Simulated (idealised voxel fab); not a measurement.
Module name: voxel wiring stack (process module)
Shown is cross-section cut, with a width of 280 nm and square cells of size 5 nm.
A cross-section is a grid of square cells, given in bands from the top down. A band is one or more rows of cells. This entry defines a band. It first specifies the height of the band's top and the height of its bottom in nm, and then specifies the band's materials from left to right, stating each material with its width in nm. The word "full width" identifies a single material that fills the band from edge to edge, while the word "empty" identifies empty space. We count height from 0. Below that, the starting wafer is all one material. The lowest band never ends at the bottom but goes on down; see "0 and below" for how that is written. A two-number width, for instance "30 to 40", indicates that the width is equal to the first number in the top row of the band and to the second number in the bottom row, and that it changes by a constant amount per row of cells. Step note "no modifications" = no cross-section cell changed. Empty spaces without an open route to the top, at least 8 cells in extent, make up the entry "Completely sealed voids"; each is given as width x height at distance, where the distance is measured from the left edge, and all are in nm. What comes after the settings on a step's line is commentary from the simulator itself on that step. On any step carrying a mask, the "overlay nm" setting, if present on the step's line, tells how far right of its planned place the mask lay; negative values point to the left.

# List of planned process steps
1) RECEIVE, material Si
2) CONFORMAL_DEP, material SiO2, thk nm 10
3) DIRECTIONAL_DEP, material TiN, thk nm 5
4) DIRECTIONAL_DEP, material W, thk nm 15
5) MASKED_ETCH, tone cover, mask id METAL_1, width nm 25, pitch nm 40, etch materials W, depth nm 15, overlay nm 0
6) MASKED_ETCH, tone cover, mask id METAL_1, width nm 25, pitch nm 40, etch materials TiN, depth nm 5, overlay nm 0
7) CONFORMAL_DEP, material SiCN, thk nm 5
8) FILL_DEP, material SiO2, thk nm 5
9) CMP, height nm 30
10) CONFORMAL_DEP, material SiCN, thk nm 5
11) DIRECTIONAL_DEP, material SiO2, thk nm 20
12) DIRECTIONAL_DEP, material aC, thk nm 15
13) PATTERN, tone open, mask id PLUG_1, material resist, width nm 15, pitch nm 40, thk nm 35, overlay nm 0
14) DIRECTIONAL_ETCH, etch materials aC, depth nm 15
15) STRIP, etch materials resist
16) DIRECTIONAL_ETCH, etch materials SiO2, depth nm 20
17) DIRECTIONAL_ETCH, etch materials SiCN, depth nm 5
18) STRIP, etch materials aC
19) CONFORMAL_DEP, material TiN, thk nm 5
20) FILL_DEP, material Cu, thk nm 5
21) CMP, height nm 55
22) DIRECTIONAL_DEP, material TiN, thk nm 5
23) DIRECTIONAL_DEP, material W, thk nm 15
24) DIRECTIONAL_DEP, material aC, thk nm 15
25) PATTERN, tone cover, mask id METAL_2, material resist, width nm 25, pitch nm 40, thk nm 35, overlay nm 0
26) DIRECTIONAL_ETCH, etch materials aC, depth nm 15
27) STRIP, etch materials resist
28) DIRECTIONAL_ETCH, etch materials W, depth nm 15
29) DIRECTIONAL_ETCH, etch materials TiN, depth nm 5
30) STRIP, etch materials aC
31) CONFORMAL_DEP, material SiN, thk nm 5
32) FILL_DEP, material SiO2, thk nm 5
33) CMP, height nm 75
34) CONFORMAL_DEP, material SiCN, thk nm 5
35) DIRECTIONAL_DEP, material lowk, thk nm 30
36) MASKED_ETCH, tone open, mask id METAL_3, width nm 25, pitch nm 40, etch materials lowk, depth nm 20, overlay nm 0
37) DIRECTIONAL_DEP, material aC, thk nm 15
38) PATTERN, tone open, mask id METAL_3_HOLES, material resist, width nm 15, pitch nm 40, thk nm 35, overlay nm 0
39) DIRECTIONAL_ETCH, etch materials aC, depth nm 15
40) STRIP, etch materials resist
41) DIRECTIONAL_ETCH, etch materials lowk, depth nm 10
42) DIRECTIONAL_ETCH, etch materials SiCN, depth nm 5
43) STRIP, etch materials aC
44) CONFORMAL_DEP, material TiN, thk nm 5
45) FILL_DEP, material Cu, thk nm 10
46) CMP, height nm 110
47) CONFORMAL_DEP, material SiCN, thk nm 5
48) DIRECTIONAL_DEP, material SiO2, thk nm 15
49) DIRECTIONAL_DEP, material aC, thk nm 15
50) PATTERN, tone open, mask id PLUG_3, material resist, width nm 15, thk nm 30, overlay nm 0
51) DIRECTIONAL_ETCH, etch materials aC, depth nm 15
52) STRIP, etch materials resist
53) DIRECTIONAL_ETCH, etch materials SiO2, depth nm 15
54) DIRECTIONAL_ETCH, etch materials SiCN, depth nm 5
55) STRIP, etch materials aC
56) CONFORMAL_DEP, material TiN, thk nm 5
57) FILL_DEP, material Ru, thk nm 5
58) CMP, height nm 130
59) DIRECTIONAL_DEP, material TiN, thk nm 5
60) DIRECTIONAL_DEP, material Ru, thk nm 25
61) DIRECTIONAL_DEP, material aC, thk nm 10
62) PATTERN, tone cover, mask id METAL_4, material resist, width nm 25, pitch nm 40, thk nm 25, overlay nm 0
63) DIRECTIONAL_ETCH, etch materials aC, depth nm 10
64) STRIP, etch materials resist
65) DIRECTIONAL_ETCH, etch materials Ru, depth nm 25
66) DIRECTIONAL_ETCH, etch materials TiN, depth nm 5
67) STRIP, etch materials aC
68) CONFORMAL_DEP, material SiN, thk nm 5
69) FILL_DEP, material lowk, thk nm 10
70) CMP, height nm 160
71) CONFORMAL_DEP, material SiCN, thk nm 5

# As-received wafer cross-section (after step 1)
* 0 and below = Si full width
* Completely sealed voids: none

# Looking at the first of two wafers in cross-section at end of module - ran to plan
* 165 down to 160 = SiCN full width
* 160 down to 135 = 100 lowk  5 SiN  25 Ru  5 SiN  5 lowk  5 SiN  25 Ru  5 SiN  105 lowk
* 135 down to 130 = 105 SiN  25 TiN  15 SiN  25 TiN  110 SiN
* 130 down to 115 = 105 SiO2  5 TiN  5 Ru  5 TiN  160 SiO2
* 115 down to 110 = 105 SiCN  15 TiN  160 SiCN
* 110 down to 95 = 105 lowk  5 TiN  15 Cu  5 TiN  15 lowk  5 TiN  15 Cu  5 TiN  110 lowk
* 95 down to 90 = 105 lowk  5 TiN  5 Cu  15 TiN  15 lowk  5 TiN  5 Cu  15 TiN  110 lowk
* 90 down to 80 = 105 lowk  5 TiN  5 Cu  5 TiN  25 lowk  5 TiN  5 Cu  5 TiN  120 lowk
* 80 down to 75 = 105 SiCN  15 TiN  25 SiCN  15 TiN  120 SiCN
* 75 down to 60 = 100 SiO2  5 SiN  25 W  5 SiN  5 SiO2  5 SiN  25 W  5 SiN  105 SiO2
* 60 down to 55 = 105 SiN  25 TiN  15 SiN  25 TiN  110 SiN
* 55 down to 35 = 105 SiO2  5 TiN  5 Cu  5 TiN  25 SiO2  5 TiN  5 Cu  5 TiN  120 SiO2
* 35 down to 30 = 105 SiCN  15 TiN  25 SiCN  15 TiN  120 SiCN
* 30 down to 15 = 100 SiO2  5 SiCN  25 W  5 SiCN  5 SiO2  5 SiCN  25 W  5 SiCN  105 SiO2
* 15 down to 10 = 105 SiCN  25 TiN  15 SiCN  25 TiN  110 SiCN
* 10 down to 0 = SiO2 full width
* 0 and below = Si full width
* Completely sealed voids: none

# Second of two wafers, module complete, sectioned: it shares the first wafer's start and plan but was run with one mistake
* 165 down to 160 = SiCN full width
* 160 down to 135 = 100 lowk  5 SiN  25 Ru  5 SiN  5 lowk  5 SiN  25 Ru  5 SiN  105 lowk
* 135 down to 130 = 105 SiN  25 TiN  15 SiN  25 TiN  110 SiN
* 130 down to 115 = 105 SiO2  5 TiN  5 Ru  5 TiN  160 SiO2
* 115 down to 110 = 105 SiCN  15 TiN  160 SiCN
* 110 down to 95 = 100 lowk  5 TiN  15 Cu  5 TiN  15 lowk  5 TiN  15 Cu  5 TiN  115 lowk
* 95 down to 90 = 100 lowk  10 TiN  5 Cu  10 TiN  15 lowk  10 TiN  5 Cu  10 TiN  115 lowk
* 90 down to 80 = 105 lowk  5 TiN  5 Cu  5 TiN  25 lowk  5 TiN  5 Cu  5 TiN  120 lowk
* 80 down to 75 = 105 SiCN  15 TiN  25 SiCN  15 TiN  120 SiCN
* 75 down to 60 = 100 SiO2  5 SiN  25 W  5 SiN  5 SiO2  5 SiN  25 W  5 SiN  105 SiO2
* 60 down to 55 = 105 SiN  25 TiN  15 SiN  25 TiN  110 SiN
* 55 down to 35 = 105 SiO2  5 TiN  5 Cu  5 TiN  25 SiO2  5 TiN  5 Cu  5 TiN  120 SiO2
* 35 down to 30 = 105 SiCN  15 TiN  25 SiCN  15 TiN  120 SiCN
* 30 down to 15 = 100 SiO2  5 SiCN  25 W  5 SiCN  5 SiO2  5 SiCN  25 W  5 SiCN  105 SiO2
* 15 down to 10 = 105 SiCN  25 TiN  15 SiCN  25 TiN  110 SiCN
* 10 down to 0 = SiO2 full width
* 0 and below = Si full width
* Completely sealed voids: none
So what did we get wrong on this run? not per plan at step 36, really ran MASKED_ETCH, tone open, mask id METAL_3, width nm 25, pitch nm 40, etch materials lowk, depth nm 20, overlay nm -5
If you tally the cells, the second wafer ends up with the same amount of every material as the first; it's all just sitting in different places.
